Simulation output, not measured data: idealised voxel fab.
Name of the process module below: voxel wiring stack
cross-section cut | 195 nm wide | cells 5 nm
Reading order for cross-sections: top band down to bottom band. Underlying form: a grid of square cells. Band size: one or more rows of cells. Heights first: top, then bottom, in nm. Then materials, left to right, each with a width in nm. "all across" on a single material: fills the band edge to edge. "blank": empty space. Heights are measured from 0, the level below which the as-received wafer is all one material; the lowest band has no bottom and continues downward, written as in "top 0, no bottom". Think of "30 to 40" as a width that walks from the first number to the second as you go down the band, top row to bottom row, taking equal-sized steps from row to row. For the purposes of this document, the phrase "no modification" attached to a step denotes that no cell within the cross-section was modified by that step. What "Cavities, closed" gives you is every empty space of 8 cells or more that is cut off from the top. Each appears as width x height at distance, with the distance taken from the left edge and width, height and distance all in nm. Step line, after settings: the simulator's comment on this step. overlay nm, on a step with a mask: how far to the right of its planned place the mask lay; to the left if negative.
[List of planned process steps]
- 1: RECEIVE with material Si
- 2: CONFORMAL_DEP with material SiO2, thk nm 10
- 3: CONFORMAL_DEP with material SiCN, thk nm 5
- 4: DIRECTIONAL_DEP with material lowk, thk nm 20
- 5: MASKED_ETCH with tone open, mask id METAL_1, width nm 25, pitch nm 45, etch materials lowk, depth nm 20, overlay nm 0
- 6: MASKED_ETCH with tone open, mask id METAL_1, width nm 25, pitch nm 45, etch materials SiCN, depth nm 5, overlay nm 0
- 7: CONFORMAL_DEP with material TiN, thk nm 5
- 8: FILL_DEP with material Ru, thk nm 5
- 9: CMP with height nm 35
- 10: CONFORMAL_DEP with material SiCN, thk nm 5
- 11: DIRECTIONAL_DEP with material SiO2, thk nm 35
- 12: MASKED_ETCH with tone open, mask id METAL_2_HOLES, width nm 15, pitch nm 45, etch materials SiO2, depth nm 35, overlay nm 0
- 13: DIRECTIONAL_DEP with material aC, thk nm 15
- 14: PATTERN with tone open, mask id METAL_2, material resist, width nm 25, pitch nm 45, thk nm 30, overlay nm 0
- 15: DIRECTIONAL_ETCH with etch materials aC, depth nm 15
- 16: STRIP with etch materials resist
- 17: DIRECTIONAL_ETCH with etch materials SiO2, depth nm 20
- 18: DIRECTIONAL_ETCH with etch materials SiCN, depth nm 5
- 19: STRIP with etch materials aC
- 20: CONFORMAL_DEP with material TiN, thk nm 5
- 21: FILL_DEP with material Cu, thk nm 5
- 22: CMP with height nm 75
- 23: CONFORMAL_DEP with material SiCN, thk nm 5
- 24: DIRECTIONAL_DEP with material SiO2, thk nm 10
- 25: DIRECTIONAL_DEP with material aC, thk nm 10
- 26: PATTERN with tone open, mask id PLUG_2, material resist, width nm 15, pitch nm 90, thk nm 25, overlay nm 0
- 27: DIRECTIONAL_ETCH with etch materials aC, depth nm 10
- 28: STRIP with etch materials resist
- 29: DIRECTIONAL_ETCH with etch materials SiO2, depth nm 10
- 30: DIRECTIONAL_ETCH with etch materials SiCN, depth nm 5
- 31: STRIP with etch materials aC
- 32: CONFORMAL_DEP with material TiN, thk nm 5
- 33: FILL_DEP with material Cu, thk nm 5
- 34: CMP with height nm 90
- 35: DIRECTIONAL_DEP with material TiN, thk nm 5
- 36: DIRECTIONAL_DEP with material W, thk nm 20
- 37: MASKED_ETCH with tone cover, mask id METAL_3, width nm 25, pitch nm 45, etch materials W, depth nm 20, overlay nm 0
- 38: MASKED_ETCH with tone cover, mask id METAL_3, width nm 25, pitch nm 45, etch materials TiN, depth nm 5, overlay nm 0
- 39: CONFORMAL_DEP with material SiCN, thk nm 5
- 40: FILL_DEP with material SiO2, thk nm 10
- 41: CMP with height nm 115
- 42: CONFORMAL_DEP with material SiN, thk nm 5
[First of two wafers, processed according to plan]
[Cross-section, incoming material, after step 1]
	top 0, no bottom | Si all across
	Cavities, closed: none
[Sectional view: wafer, after step 2]
	top 10, bottom 0 | SiO2 all across
	Everything under 0 stays put, no change at all.
[Sectional view: wafer, after step 3]
	top 15, bottom 10 | SiCN all across
	Everything under 10 stays put, no change at all.
[Sectional view: wafer, after step 4]
	top 35, bottom 15 | lowk all across
	Everything under 15 stays put, no change at all.
[Sectional view: wafer, after step 5]
	top 35, bottom 15 | lowk 40, then blank 25, then lowk 20, then blank 25, then lowk 20, then blank 25, then lowk 40
	Everything under 15 stays put, no change at all.
[Sectional view: wafer, after step 6]
	top 35, bottom 15 | lowk 40, then blank 25, then lowk 20, then blank 25, then lowk 20, then blank 25, then lowk 40
	top 15, bottom 10 | SiCN 40, then blank 25, then SiCN 20, then blank 25, then SiCN 20, then blank 25, then SiCN 40
	Everything under 10 stays put, no change at all.
[Sectional view: wafer, after step 7]
	top 40, bottom 35 | TiN 45, then blank 15, then TiN 30, then blank 15, then TiN 30, then blank 15, then TiN 45
	top 35, bottom 15 | lowk 40, then TiN 5, then blank 15, then TiN 5, then lowk 20, then TiN 5, then blank 15, then TiN 5, then lowk 20, then TiN 5, then blank 15, then TiN 5, then lowk 40
	top 15, bottom 10 | SiCN 40, then TiN 25, then SiCN 20, then TiN 25, then SiCN 20, then TiN 25, then SiCN 40
	Everything under 10 stays put, no change at all.
[Sectional view: wafer, after step 8]
	top 45, bottom 40 | Ru all across
	top 40, bottom 35 | TiN 45, then Ru 15, then TiN 30, then Ru 15, then TiN 30, then Ru 15, then TiN 45
	top 35, bottom 15 | lowk 40, then TiN 5, then Ru 15, then TiN 5, then lowk 20, then TiN 5, then Ru 15, then TiN 5, then lowk 20, then TiN 5, then Ru 15, then TiN 5, then lowk 40
	Everything under 15 stays put, no change at all.
[Sectional view: wafer, after step 9]
	top 35, bottom 15 | lowk 40, then TiN 5, then Ru 15, then TiN 5, then lowk 20, then TiN 5, then Ru 15, then TiN 5, then lowk 20, then TiN 5, then Ru 15, then TiN 5, then lowk 40
	Everything under 15 stays put, no change at all.
[Sectional view: wafer, after step 10]
	top 40, bottom 35 | SiCN all across
	Everything under 35 stays put, no change at all.
[Sectional view: wafer, after step 11]
	top 75, bottom 40 | SiO2 all across
	Everything under 40 stays put, no change at all.
[Sectional view: wafer, after step 12]
	top 75, bottom 40 | SiO2 40, then blank 15, then SiO2 30, then blank 15, then SiO2 30, then blank 15, then SiO2 50
	Everything under 40 stays put, no change at all.
[Sectional view: wafer, after step 13]
	top 90, bottom 75 | aC 40, then blank 15, then aC 30, then blank 15, then aC 30, then blank 15, then aC 50
	top 75, bottom 55 | SiO2 40, then blank 15, then SiO2 30, then blank 15, then SiO2 30, then blank 15, then SiO2 50
	top 55, bottom 40 | SiO2 40, then aC 15, then SiO2 30, then aC 15, then SiO2 30, then aC 15, then SiO2 50
	Everything under 40 stays put, no change at all.
[Sectional view: wafer, after step 14]
	top 120, bottom 90 | resist 40, then blank 25, then resist 20, then blank 25, then resist 20, then blank 25, then resist 40
	Everything under 90 stays put, no change at all.
[Sectional view: wafer, after step 15]
	top 105, bottom 90 | resist 40, then blank 25, then resist 20, then blank 25, then resist 20, then blank 25, then resist 40
	top 90, bottom 75 | aC 40, then blank 25, then aC 20, then blank 25, then aC 20, then blank 25, then aC 40
	top 75, bottom 40 | SiO2 40, then blank 15, then SiO2 30, then blank 15, then SiO2 30, then blank 15, then SiO2 50
	Everything under 40 stays put, no change at all.
[Sectional view: wafer, after step 16]
	top 90, bottom 75 | aC 40, then blank 25, then aC 20, then blank 25, then aC 20, then blank 25, then aC 40
	Everything under 75 stays put, no change at all.
[Sectional view: wafer, after step 17]
	top 90, bottom 75 | aC 40, then blank 25, then aC 20, then blank 25, then aC 20, then blank 25, then aC 40
	top 75, bottom 55 | SiO2 40, then blank 25, then SiO2 20, then blank 25, then SiO2 20, then blank 25, then SiO2 40
	Everything under 55 stays put, no change at all.
[Sectional view: wafer, after step 18]
	top 90, bottom 75 | aC 40, then blank 25, then aC 20, then blank 25, then aC 20, then blank 25, then aC 40
	top 75, bottom 55 | SiO2 40, then blank 25, then SiO2 20, then blank 25, then SiO2 20, then blank 25, then SiO2 40
	top 55, bottom 40 | SiO2 40, then blank 15, then SiO2 30, then blank 15, then SiO2 30, then blank 15, then SiO2 50
	top 40, bottom 35 | SiCN 40, then blank 15, then SiCN 30, then blank 15, then SiCN 30, then blank 15, then SiCN 50
	Everything under 35 stays put, no change at all.
[Sectional view: wafer, after step 19]
	top 75, bottom 55 | SiO2 40, then blank 25, then SiO2 20, then blank 25, then SiO2 20, then blank 25, then SiO2 40
	Everything under 55 stays put, no change at all.
[Sectional view: wafer, after step 20]
	top 80, bottom 75 | TiN 45, then blank 15, then TiN 30, then blank 15, then TiN 30, then blank 15, then TiN 45
	top 75, bottom 60 | SiO2 40, then TiN 5, then blank 15, then TiN 5, then SiO2 20, then TiN 5, then blank 15, then TiN 5, then SiO2 20, then TiN 5, then blank 15, then TiN 5, then SiO2 40
	top 60, bottom 55 | SiO2 40, then TiN 5, then blank 5, then TiN 15, then SiO2 20, then TiN 5, then blank 5, then TiN 15, then SiO2 20, then TiN 5, then blank 5, then TiN 15, then SiO2 40
	top 55, bottom 40 | SiO2 40, then TiN 5, then blank 5, then TiN 5, then SiO2 30, then TiN 5, then blank 5, then TiN 5, then SiO2 30, then TiN 5, then blank 5, then TiN 5, then SiO2 50
	top 40, bottom 35 | SiCN 40, then TiN 15, then SiCN 30, then TiN 15, then SiCN 30, then TiN 15, then SiCN 50
	Everything under 35 stays put, no change at all.
[Sectional view: wafer, after step 21]
	top 85, bottom 80 | Cu all across
	top 80, bottom 75 | TiN 45, then Cu 15, then TiN 30, then Cu 15, then TiN 30, then Cu 15, then TiN 45
	top 75, bottom 60 | SiO2 40, then TiN 5, then Cu 15, then TiN 5, then SiO2 20, then TiN 5, then Cu 15, then TiN 5, then SiO2 20, then TiN 5, then Cu 15, then TiN 5, then SiO2 40
	top 60, bottom 55 | SiO2 40, then TiN 5, then Cu 5, then TiN 15, then SiO2 20, then TiN 5, then Cu 5, then TiN 15, then SiO2 20, then TiN 5, then Cu 5, then TiN 15, then SiO2 40
	top 55, bottom 40 | SiO2 40, then TiN 5, then Cu 5, then TiN 5, then SiO2 30, then TiN 5, then Cu 5, then TiN 5, then SiO2 30, then TiN 5, then Cu 5, then TiN 5, then SiO2 50
	Everything under 40 stays put, no change at all.
[Sectional view: wafer, after step 22]
	top 75, bottom 60 | SiO2 40, then TiN 5, then Cu 15, then TiN 5, then SiO2 20, then TiN 5, then Cu 15, then TiN 5, then SiO2 20, then TiN 5, then Cu 15, then TiN 5, then SiO2 40
	Everything under 60 stays put, no change at all.
[Sectional view: wafer, after step 23]
	top 80, bottom 75 | SiCN all across
	Everything under 75 stays put, no change at all.
[Sectional view: wafer, after step 24]
	top 90, bottom 80 | SiO2 all across
	Everything under 80 stays put, no change at all.
[Sectional view: wafer, after step 25]
	top 100, bottom 90 | aC all across
	Everything under 90 stays put, no change at all.
[Sectional view: wafer, after step 26]
	top 125, bottom 100 | resist 40, then blank 15, then resist 75, then blank 15, then resist 50
	Everything under 100 stays put, no change at all.
[Sectional view: wafer, after step 27]
	top 115, bottom 100 | resist 40, then blank 15, then resist 75, then blank 15, then resist 50
	top 100, bottom 90 | aC 40, then blank 15, then aC 75, then blank 15, then aC 50
	Everything under 90 stays put, no change at all.
[Sectional view: wafer, after step 28]
	top 100, bottom 90 | aC 40, then blank 15, then aC 75, then blank 15, then aC 50
	Everything under 90 stays put, no change at all.
[Sectional view: wafer, after step 29]
	top 100, bottom 90 | aC 40, then blank 15, then aC 75, then blank 15, then aC 50
	top 90, bottom 80 | SiO2 40, then blank 15, then SiO2 75, then blank 15, then SiO2 50
	Everything under 80 stays put, no change at all.
[Sectional view: wafer, after step 30]
	top 100, bottom 90 | aC 40, then blank 15, then aC 75, then blank 15, then aC 50
	top 90, bottom 80 | SiO2 40, then blank 15, then SiO2 75, then blank 15, then SiO2 50
	top 80, bottom 75 | SiCN 40, then blank 15, then SiCN 75, then blank 15, then SiCN 50
	Everything under 75 stays put, no change at all.
[Sectional view: wafer, after step 31]
	top 90, bottom 80 | SiO2 40, then blank 15, then SiO2 75, then blank 15, then SiO2 50
	Everything under 80 stays put, no change at all.
[Sectional view: wafer, after step 32]
	top 95, bottom 90 | TiN 45, then blank 5, then TiN 85, then blank 5, then TiN 55
	top 90, bottom 80 | SiO2 40, then TiN 5, then blank 5, then TiN 5, then SiO2 75, then TiN 5, then blank 5, then TiN 5, then SiO2 50
	top 80, bottom 75 | SiCN 40, then TiN 15, then SiCN 75, then TiN 15, then SiCN 50
	Everything under 75 stays put, no change at all.
[Sectional view: wafer, after step 33]
	top 100, bottom 95 | Cu all across
	top 95, bottom 90 | TiN 45, then Cu 5, then TiN 85, then Cu 5, then TiN 55
	top 90, bottom 80 | SiO2 40, then TiN 5, then Cu 5, then TiN 5, then SiO2 75, then TiN 5, then Cu 5, then TiN 5, then SiO2 50
	Everything under 80 stays put, no change at all.
[Sectional view: wafer, after step 34]
	top 90, bottom 80 | SiO2 40, then TiN 5, then Cu 5, then TiN 5, then SiO2 75, then TiN 5, then Cu 5, then TiN 5, then SiO2 50
	Everything under 80 stays put, no change at all.
[Sectional view: wafer, after step 35]
	top 95, bottom 90 | TiN all across
	Everything under 90 stays put, no change at all.
[Sectional view: wafer, after step 36]
	top 115, bottom 95 | W all across
	Everything under 95 stays put, no change at all.
[Sectional view: wafer, after step 37]
	top 115, bottom 95 | blank 40, then W 25, then blank 20, then W 25, then blank 20, then W 25, then blank 40
	Everything under 95 stays put, no change at all.
[Sectional view: wafer, after step 38]
	top 115, bottom 95 | blank 40, then W 25, then blank 20, then W 25, then blank 20, then W 25, then blank 40
	top 95, bottom 90 | blank 40, then TiN 25, then blank 20, then TiN 25, then blank 20, then TiN 25, then blank 40
	Everything under 90 stays put, no change at all.
[Sectional view: wafer, after step 39]
	top 120, bottom 115 | blank 35, then SiCN 35, then blank 10, then SiCN 35, then blank 10, then SiCN 35, then blank 35
	top 115, bottom 95 | blank 35, then SiCN 5, then W 25, then SiCN 5, then blank 10, then SiCN 5, then W 25, then SiCN 5, then blank 10, then SiCN 5, then W 25, then SiCN 5, then blank 35
	top 95, bottom 90 | SiCN 40, then TiN 25, then SiCN 20, then TiN 25, then SiCN 20, then TiN 25, then SiCN 40
	Everything under 90 stays put, no change at all.
[Sectional view: wafer, after step 40]
	top 130, bottom 120 | SiO2 all across
	top 120, bottom 115 | SiO2 35, then SiCN 35, then SiO2 10, then SiCN 35, then SiO2 10, then SiCN 35, then SiO2 35
	top 115, bottom 95 | SiO2 35, then SiCN 5, then W 25, then SiCN 5, then SiO2 10, then SiCN 5, then W 25, then SiCN 5, then SiO2 10, then SiCN 5, then W 25, then SiCN 5, then SiO2 35
	Everything under 95 stays put, no change at all.
[Sectional view: wafer, after step 41]
	top 115, bottom 95 | SiO2 35, then SiCN 5, then W 25, then SiCN 5, then SiO2 10, then SiCN 5, then W 25, then SiCN 5, then SiO2 10, then SiCN 5, then W 25, then SiCN 5, then SiO2 35
	Everything under 95 stays put, no change at all.
[Sectional view: wafer, after step 42]
	top 120, bottom 115 | SiN all across
	Everything under 115 stays put, no change at all.
[The second wafer began exactly as the first did and followed the same plan, but one mistake was made while running it; through step 16 inclusive, the two wafers are identical]
[The second wafer in cross-section, at the planned close of step 17]
	top 90, bottom 75 | aC 40, then blank 25, then aC 20, then blank 25, then aC 20, then blank 25, then aC 40
	top 75, bottom 40 | SiO2 40, then blank 25, then SiO2 20, then blank 25, then SiO2 20, then blank 25, then SiO2 40
	Everything under 40 stays put, no change at all.
[The second wafer in cross-section, at the planned close of step 18]
	top 90, bottom 75 | aC 40, then blank 25, then aC 20, then blank 25, then aC 20, then blank 25, then aC 40
	top 75, bottom 40 | SiO2 40, then blank 25, then SiO2 20, then blank 25, then SiO2 20, then blank 25, then SiO2 40
	top 40, bottom 35 | SiCN 40, then blank 25, then SiCN 20, then blank 25, then SiCN 20, then blank 25, then SiCN 40
	Everything under 35 stays put, no change at all.
[The second wafer in cross-section, at the planned close of step 19]
	top 75, bottom 40 | SiO2 40, then blank 25, then SiO2 20, then blank 25, then SiO2 20, then blank 25, then SiO2 40
	Everything under 40 stays put, no change at all.
[The second wafer in cross-section, at the planned close of step 20]
	top 80, bottom 75 | TiN 45, then blank 15, then TiN 30, then blank 15, then TiN 30, then blank 15, then TiN 45
	top 75, bottom 40 | SiO2 40, then TiN 5, then blank 15, then TiN 5, then SiO2 20, then TiN 5, then blank 15, then TiN 5, then SiO2 20, then TiN 5, then blank 15, then TiN 5, then SiO2 40
	top 40, bottom 35 | SiCN 40, then TiN 25, then SiCN 20, then TiN 25, then SiCN 20, then TiN 25, then SiCN 40
	Everything under 35 stays put, no change at all.
[The second wafer in cross-section, at the planned close of step 21]
	top 85, bottom 80 | Cu all across
	top 80, bottom 75 | TiN 45, then Cu 15, then TiN 30, then Cu 15, then TiN 30, then Cu 15, then TiN 45
	top 75, bottom 40 | SiO2 40, then TiN 5, then Cu 15, then TiN 5, then SiO2 20, then TiN 5, then Cu 15, then TiN 5, then SiO2 20, then TiN 5, then Cu 15, then TiN 5, then SiO2 40
	Everything under 40 stays put, no change at all.
[The second wafer in cross-section, at the planned close of step 22]
	top 75, bottom 40 | SiO2 40, then TiN 5, then Cu 15, then TiN 5, then SiO2 20, then TiN 5, then Cu 15, then TiN 5, then SiO2 20, then TiN 5, then Cu 15, then TiN 5, then SiO2 40
	Everything under 40 stays put, no change at all.
[The second wafer in cross-section, at the planned close of step 23]
	top 80, bottom 75 | SiCN all across
	Everything under 75 stays put, no change at all.
[The second wafer in cross-section, at the planned close of step 24]
	top 90, bottom 80 | SiO2 all across
	Everything under 80 stays put, no change at all.
[The second wafer in cross-section, at the planned close of step 25]
	top 100, bottom 90 | aC all across
	Everything under 90 stays put, no change at all.
[The second wafer in cross-section, at the planned close of step 26]
	top 125, bottom 100 | resist 40, then blank 15, then resist 75, then blank 15, then resist 50
	Everything under 100 stays put, no change at all.
[The second wafer in cross-section, at the planned close of step 27]
	top 115, bottom 100 | resist 40, then blank 15, then resist 75, then blank 15, then resist 50
	top 100, bottom 90 | aC 40, then blank 15, then aC 75, then blank 15, then aC 50
	Everything under 90 stays put, no change at all.
[The second wafer in cross-section, at the planned close of step 28]
	top 100, bottom 90 | aC 40, then blank 15, then aC 75, then blank 15, then aC 50
	Everything under 90 stays put, no change at all.
[The second wafer in cross-section, at the planned close of step 29]
	top 100, bottom 90 | aC 40, then blank 15, then aC 75, then blank 15, then aC 50
	top 90, bottom 80 | SiO2 40, then blank 15, then SiO2 75, then blank 15, then SiO2 50
	Everything under 80 stays put, no change at all.
[The second wafer in cross-section, at the planned close of step 30]
	top 100, bottom 90 | aC 40, then blank 15, then aC 75, then blank 15, then aC 50
	top 90, bottom 80 | SiO2 40, then blank 15, then SiO2 75, then blank 15, then SiO2 50
	top 80, bottom 75 | SiCN 40, then blank 15, then SiCN 75, then blank 15, then SiCN 50
	Everything under 75 stays put, no change at all.
[The second wafer in cross-section, at the planned close of step 31]
	top 90, bottom 80 | SiO2 40, then blank 15, then SiO2 75, then blank 15, then SiO2 50
	Everything under 80 stays put, no change at all.
[The second wafer in cross-section, at the planned close of step 32]
	top 95, bottom 90 | TiN 45, then blank 5, then TiN 85, then blank 5, then TiN 55
	top 90, bottom 80 | SiO2 40, then TiN 5, then blank 5, then TiN 5, then SiO2 75, then TiN 5, then blank 5, then TiN 5, then SiO2 50
	top 80, bottom 75 | SiCN 40, then TiN 15, then SiCN 75, then TiN 15, then SiCN 50
	Everything under 75 stays put, no change at all.
[The second wafer in cross-section, at the planned close of step 33]
	top 100, bottom 95 | Cu all across
	top 95, bottom 90 | TiN 45, then Cu 5, then TiN 85, then Cu 5, then TiN 55
	top 90, bottom 80 | SiO2 40, then TiN 5, then Cu 5, then TiN 5, then SiO2 75, then TiN 5, then Cu 5, then TiN 5, then SiO2 50
	Everything under 80 stays put, no change at all.
[The second wafer in cross-section, at the planned close of step 34]
	top 90, bottom 80 | SiO2 40, then TiN 5, then Cu 5, then TiN 5, then SiO2 75, then TiN 5, then Cu 5, then TiN 5, then SiO2 50
	Everything under 80 stays put, no change at all.
[The second wafer in cross-section, at the planned close of step 35]
	top 95, bottom 90 | TiN all across
	Everything under 90 stays put, no change at all.
[The second wafer in cross-section, at the planned close of step 36]
	top 115, bottom 95 | W all across
	Everything under 95 stays put, no change at all.
[The second wafer in cross-section, at the planned close of step 37]
	top 115, bottom 95 | blank 40, then W 25, then blank 20, then W 25, then blank 20, then W 25, then blank 40
	Everything under 95 stays put, no change at all.
[The second wafer in cross-section, at the planned close of step 38]
	top 115, bottom 95 | blank 40, then W 25, then blank 20, then W 25, then blank 20, then W 25, then blank 40
	top 95, bottom 90 | blank 40, then TiN 25, then blank 20, then TiN 25, then blank 20, then TiN 25, then blank 40
	Everything under 90 stays put, no change at all.
[The second wafer in cross-section, at the planned close of step 39]
	top 120, bottom 115 | blank 35, then SiCN 35, then blank 10, then SiCN 35, then blank 10, then SiCN 35, then blank 35
	top 115, bottom 95 | blank 35, then SiCN 5, then W 25, then SiCN 5, then blank 10, then SiCN 5, then W 25, then SiCN 5, then blank 10, then SiCN 5, then W 25, then SiCN 5, then blank 35
	top 95, bottom 90 | SiCN 40, then TiN 25, then SiCN 20, then TiN 25, then SiCN 20, then TiN 25, then SiCN 40
	Everything under 90 stays put, no change at all.
[The second wafer in cross-section, at the planned close of step 40]
	top 130, bottom 120 | SiO2 all across
	top 120, bottom 115 | SiO2 35, then SiCN 35, then SiO2 10, then SiCN 35, then SiO2 10, then SiCN 35, then SiO2 35
	top 115, bottom 95 | SiO2 35, then SiCN 5, then W 25, then SiCN 5, then SiO2 10, then SiCN 5, then W 25, then SiCN 5, then SiO2 10, then SiCN 5, then W 25, then SiCN 5, then SiO2 35
	Everything under 95 stays put, no change at all.
[The second wafer in cross-section, at the planned close of step 41]
	top 115, bottom 95 | SiO2 35, then SiCN 5, then W 25, then SiCN 5, then SiO2 10, then SiCN 5, then W 25, then SiCN 5, then SiO2 10, then SiCN 5, then W 25, then SiCN 5, then SiO2 35
	Everything under 95 stays put, no change at all.
[The second wafer in cross-section, at the planned close of step 42]
	top 120, bottom 115 | SiN all across
	Everything under 115 stays put, no change at all.
What broke from the plan during processing? step 17 in the plan was executed twice
Looking at both finished wafers in cells, the second ends up ahead of or behind the first on some materials: +24 Cu | -6 SiCN | -18 SiO2
